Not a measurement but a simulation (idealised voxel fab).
process module | voxel wiring stack
cross-section cut | 165 nm wide | cells 5 nm
A cross-section is a grid of square cells, given in bands from the top down. A band is one or more rows of cells.
Each band's line starts with the height of the band's top and of its bottom, in nm. Then come its materials from left to right, each with its width in nm. One material with "throughout" fills the band from edge to edge. "air" is empty space.
Height 0 is the level under which the wafer as received is all one material. The lowest band goes on downwards, as in "0 down".
A width such as "30 to 40" changes by the same amount from each row of cells to the next, from the band's top row to its bottom row.
"no change" after a step means that no cell of the cross-section changed.
closed voids: empty space of 8 cells or more with no open way to the top, each as width x height at its distance from the left edge, in nm
after a step's settings: what the simulator itself notes on the step
overlay nm, on a step with a mask: how far to the right of its planned place the mask lay; to the left if negative
plan
1 op RECEIVE | material Si
2 op CONFORMAL_DEP | material SiO2 | thk nm 10
3 op DIRECTIONAL_DEP | material TiN | thk nm 5
4 op DIRECTIONAL_DEP | material Ru | thk nm 25
5 op DIRECTIONAL_DEP | material aC | thk nm 15
6 op PATTERN | tone cover | mask id METAL_1 | material resist | width nm 25 | pitch nm 45 | thk nm 35 | overlay nm 0
7 op DIRECTIONAL_ETCH | etch materials aC | depth nm 15
8 op STRIP | etch materials resist
9 op DIRECTIONAL_ETCH | etch materials Ru | depth nm 25
10 op DIRECTIONAL_ETCH | etch materials TiN | depth nm 5
11 op STRIP | etch materials aC
12 op FILL_DEP | material SiO2 | thk nm 5
13 op CMP | height nm 40
14 op CONFORMAL_DEP | material SiCN | thk nm 5
15 op DIRECTIONAL_DEP | material SiO2 | thk nm 15
16 op DIRECTIONAL_DEP | material aC | thk nm 10
17 op PATTERN | tone open | mask id PLUG_1 | material resist | width nm 15 | thk nm 30 | overlay nm 0
18 op DIRECTIONAL_ETCH | etch materials aC | depth nm 10
19 op STRIP | etch materials resist
20 op DIRECTIONAL_ETCH | etch materials SiO2 | depth nm 15
21 op DIRECTIONAL_ETCH | etch materials SiCN | depth nm 5
22 op STRIP | etch materials aC
23 op CONFORMAL_DEP | material TiN | thk nm 5
24 op FILL_DEP | material W | thk nm 10
25 op CMP | height nm 60
26 op DIRECTIONAL_DEP | material TiN | thk nm 5
27 op DIRECTIONAL_DEP | material W | thk nm 20
28 op DIRECTIONAL_DEP | material aC | thk nm 10
29 op PATTERN | tone cover | mask id METAL_2 | material resist | width nm 15 | pitch nm 45 | thk nm 30 | overlay nm 0
30 op DIRECTIONAL_ETCH | etch materials aC | depth nm 10
31 op STRIP | etch materials resist
32 op DIRECTIONAL_ETCH | etch materials W | depth nm 20
33 op DIRECTIONAL_ETCH | etch materials TiN | depth nm 5
34 op STRIP | etch materials aC
35 op CONFORMAL_DEP | material SiCN | thk nm 5
36 op FILL_DEP | material SiO2 | thk nm 5
37 op CMP | height nm 85
38 op CONFORMAL_DEP | material SiCN | thk nm 5
varied across the wafers: width nm of step 29. The plan shows the first wafer's value. All wafers start alike
first wafer as received, after step 1
  0 down: Si throughout
  closed voids: none
first wafer at the end, after step 38
  90 to 85: SiCN throughout
  85 to 65: SiO2 45 | SiCN 5 | W 15 | SiCN 5 | SiO2 20 | SiCN 5 | W 15 | SiCN 5 | SiO2 50
  65 to 60: SiCN 50 | TiN 15 | SiCN 30 | TiN 15 | SiCN 55
  60 to 45: SiO2 45 | TiN 5 | W 5 | TiN 5 | SiO2 105
  45 to 40: SiCN 45 | TiN 15 | SiCN 105
  40 to 15: SiO2 45 | Ru 25 | SiO2 20 | Ru 25 | SiO2 50
  15 to 10: SiO2 45 | TiN 25 | SiO2 20 | TiN 25 | SiO2 50
  10 to 0: SiO2 throughout
  0 down: Si throughout
  closed voids: none
last wafer at the end
  90 to 85: SiCN throughout
  85 to 65: SiO2 40 | SiCN 5 | W 30 | SiCN 5 | SiO2 5 | SiCN 5 | W 30 | SiCN 5 | SiO2 40
  65 to 60: SiCN 45 | TiN 30 | SiCN 15 | TiN 30 | SiCN 45
  60 to 45: SiO2 45 | TiN 5 | W 5 | TiN 5 | SiO2 105
  45 to 40: SiCN 45 | TiN 15 | SiCN 105
  40 to 15: SiO2 45 | Ru 25 | SiO2 20 | Ru 25 | SiO2 50
  15 to 10: SiO2 45 | TiN 25 | SiO2 20 | TiN 25 | SiO2 50
  10 to 0: SiO2 throughout
  0 down: Si throughout
  closed voids: none
each wafer at the end: cells of each material gained (+) or lost (-) since it was received, then its closed voids
width nm 15 | +50 Ru | +106 SiCN | +386 SiO2 | +25 TiN | +27 W | closed voids: none
width nm 20 | +50 Ru | +104 SiCN | +378 SiO2 | +27 TiN | +35 W | closed voids: none
width nm 25 | +50 Ru | +102 SiCN | +370 SiO2 | +29 TiN | +43 W | closed voids: none
width nm 30 | +50 Ru | +100 SiCN | +362 SiO2 | +31 TiN | +51 W | closed voids: none
